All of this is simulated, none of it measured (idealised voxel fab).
Proc. module: voxel released beams
In the cross-section labelled cut, the width is 240 nm and each square cell is 5 nm.
Cross-section layout: square cells on a grid; listed as bands, top to bottom; a band spans one or more cell rows. A band entry consists of two parts. The first gives the height of the band's top and the height of its bottom, in nm. The rest lists the band's materials from left to right, each with its width in nm. A single material labelled with the word "all across" fills the band from edge to edge, and the word "air" marks empty space. It should be noted that heights are counted from 0, beneath which the wafer as supplied is of one material throughout, and that the lowest band possesses no lower boundary but continues downward, as written in "0 nm and below". Width "30->40": first value at the band's top row of cells, second value at its bottom row, equal change from row to row. Given "all unchanged" for a step, no cell of the cross-section differs between before and after that step. Enclosed voids (no open way to top), threshold 8 cells or more, entry "Enclosed voids", notation width x height at distance, distance from left edge, nm. Note: text after step settings on the step line = simulator remark on that step. If you see "overlay nm" on a step's line and that step has a mask, it's telling you how far right of where it was planned the mask ended up; a negative number means it went left instead. Each of the pairs that make up the rest of this document says: here is the cross-section before one process step, here is the cross-section after it, drawn only down to the lowest band that changed, and here, under the pair, is the step lying between them with its settings. Different pairs may come from different runs of this module on the same starting wafer, so a pair continues from the pair above it only where its entry headed "Cross-section, before" says so.

Cross-section, before:
> 20 nm to 0 nm: Al2O3 all across
> 0 nm and below: Si all across
> Enclosed voids: none

After:
> 35 nm to 20 nm: W all across
> Rest of section, below 20: as before.
> Enclosed voids: none
Step between the cross-sections above: op CONFORMAL_DEP | material W | thk nm 15

Cross-section, before: refer to the pair immediately above; the cross-section shown after its step is the state before this one.

After:
> 50 nm to 35 nm: aC all across
> Rest of section, below 35: as before.
> Enclosed voids: none
Step between the cross-sections above: op DIRECTIONAL_DEP | material aC | thk nm 15

Cross-section, before: refer to the pair immediately above; the cross-section shown after its step is the state before this one.

After:
> 80 nm to 50 nm: 60 nm air, 110 nm resist, 70 nm air
> Rest of section, below 50: as before.
> Enclosed voids: none
Step between the cross-sections above: op PATTERN | tone cover | mask id BEAM | material resist | width nm 110 | thk nm 30 | overlay nm 0

Cross-section, before: refer to the pair immediately above; the cross-section shown after its step is the state before this one.

After:
> 65 nm to 50 nm: 60 nm air, 110 nm resist, 70 nm air
> 50 nm to 35 nm: 60 nm air, 110 nm aC, 70 nm air
> Rest of section, below 35: as before.
> Enclosed voids: none
Step between the cross-sections above: op DIRECTIONAL_ETCH | etch materials aC | depth nm 15

Cross-section, before: refer to the pair immediately above; the cross-section shown after its step is the state before this one.

After:
> 50 nm to 35 nm: 60 nm air, 110 nm aC, 70 nm air
> Rest of section, below 35: as before.
> Enclosed voids: none
Step between the cross-sections above: op STRIP | etch materials resist

Cross-section, before: refer to the pair immediately above; the cross-section shown after its step is the state before this one.

After:
> 50 nm to 35 nm: 60 nm air, 110 nm aC, 70 nm air
> 35 nm to 20 nm: 60 nm air, 110 nm W, 70 nm air
> Rest of section, below 20: as before.
> Enclosed voids: none
Step between the cross-sections above: op DIRECTIONAL_ETCH | etch materials W | depth nm 15

Cross-section, before: refer to the pair immediately above; the cross-section shown after its step is the state before this one.

After:
> 35 nm to 20 nm: 60 nm air, 110 nm W, 70 nm air
> Rest of section, below 20: as before.
> Enclosed voids: none
Step between the cross-sections above: op STRIP | etch materials aC

Cross-section, before:
> 35 nm to 20 nm: aC all across
> 20 nm to 10 nm: SiO2 all across
> 10 nm to 0 nm: Al2O3 all across
> 0 nm and below: Si all across
> Enclosed voids: none

After:
> 70 nm to 35 nm: 65 nm air, 45 nm resist, 130 nm air
> Rest of section, below 35: as before.
> Enclosed voids: none
Step between the cross-sections above: op PATTERN | tone cover | mask id ANCHOR | material resist | width nm 45 | thk nm 35 | overlay nm 0

Cross-section, before: refer to the pair immediately above; the cross-section shown after its step is the state before this one.

After:
> 55 nm to 35 nm: 65 nm air, 45 nm resist, 130 nm air
> 35 nm to 20 nm: 65 nm air, 45 nm aC, 130 nm air
> Rest of section, below 20: as before.
> Enclosed voids: none
Step between the cross-sections above: op DIRECTIONAL_ETCH | etch materials aC | depth nm 15

Cross-section, before: refer to the pair immediately above; the cross-section shown after its step is the state before this one.

After:
> 35 nm to 20 nm: 65 nm air, 45 nm aC, 130 nm air
> Rest of section, below 20: as before.
> Enclosed voids: none
Step between the cross-sections above: op STRIP | etch materials resist

Cross-section, before: refer to the pair immediately above; the cross-section shown after its step is the state before this one.

After:
> 35 nm to 20 nm: 65 nm air, 45 nm aC, 130 nm air
> 20 nm to 10 nm: 65 nm air, 45 nm SiO2, 130 nm air
> Rest of section, below 10: as before.
> Enclosed voids: none
Step between the cross-sections above: op DIRECTIONAL_ETCH | etch materials SiO2 | depth nm 10

Cross-section, before: refer to the pair immediately above; the cross-section shown after its step is the state before this one.

After:
> 20 nm to 10 nm: 65 nm air, 45 nm SiO2, 130 nm air
> Rest of section, below 10: as before.
> Enclosed voids: none
Step between the cross-sections above: op STRIP | etch materials aC

Cross-section, before: refer to the pair immediately above; the cross-section shown after its step is the state before this one.

After:
> 35 nm to 25 nm: 50 nm air, 75 nm W, 115 nm air
> 25 nm to 20 nm: W all across
> 20 nm to 10 nm: 65 nm W, 45 nm SiO2, 130 nm W
> Rest of section, below 10: as before.
> Enclosed voids: none
Step between the cross-sections above: op CONFORMAL_DEP | material W | thk nm 15

Cross-section, before: refer to the pair immediately above; the cross-section shown after its step is the state before this one.

After:
> 50 nm to 40 nm: 50 nm air, 75 nm aC, 115 nm air
> 40 nm to 35 nm: aC all across
> 35 nm to 25 nm: 50 nm aC, 75 nm W, 115 nm aC
> Rest of section, below 25: as before.
> Enclosed voids: none
Step between the cross-sections above: op DIRECTIONAL_DEP | material aC | thk nm 15

Cross-section, before: refer to the pair immediately above; the cross-section shown after its step is the state before this one.

After:
> 80 nm to 50 nm: 60 nm air, 110 nm resist, 70 nm air
> 50 nm to 40 nm: 50 nm air, 75 nm aC, 45 nm resist, 70 nm air
> Rest of section, below 40: as before.
> Enclosed voids: none
Step between the cross-sections above: op PATTERN | tone cover | mask id BEAM | material resist | width nm 110 | thk nm 30 | overlay nm 0

Cross-section, before: refer to the pair immediately above; the cross-section shown after its step is the state before this one.

After:
> 65 nm to 50 nm: 60 nm air, 110 nm resist, 70 nm air
> 50 nm to 40 nm: 60 nm air, 65 nm aC, 45 nm resist, 70 nm air
> 40 nm to 35 nm: 60 nm air, 110 nm aC, 70 nm air
> 35 nm to 25 nm: 50 nm air, 75 nm W, 45 nm aC, 70 nm air
> Rest of section, below 25: as before.
> Enclosed voids: none
Step between the cross-sections above: op DIRECTIONAL_ETCH | etch materials aC | depth nm 15

Cross-section, before: refer to the pair immediately above; the cross-section shown after its step is the state before this one.

After:
> 50 nm to 40 nm: 60 nm air, 65 nm aC, 115 nm air
> Rest of section, below 40: as before.
> Enclosed voids: none
Step between the cross-sections above: op STRIP | etch materials resist

Cross-section, before: refer to the pair immediately above; the cross-section shown after its step is the state before this one.

After:
> 50 nm to 40 nm: 60 nm air, 65 nm aC, 115 nm air
> 40 nm to 35 nm: 60 nm air, 110 nm aC, 70 nm air
> 35 nm to 25 nm: 60 nm air, 65 nm W, 45 nm aC, 70 nm air
> 25 nm to 20 nm: 60 nm air, 110 nm W, 70 nm air
> 20 nm to 10 nm: 50 nm air, 15 nm W, 45 nm SiO2, 60 nm W, 70 nm air
> Rest of section, below 10: as before.
> Enclosed voids: none
Step between the cross-sections above: op DIRECTIONAL_ETCH | etch materials W | depth nm 15

Cross-section, before: refer to the pair immediately above; the cross-section shown after its step is the state before this one.

After:
> 35 nm to 25 nm: 60 nm air, 65 nm W, 115 nm air
> Rest of section, below 25: as before.
> Enclosed voids: none
Step between the cross-sections above: op STRIP | etch materials aC
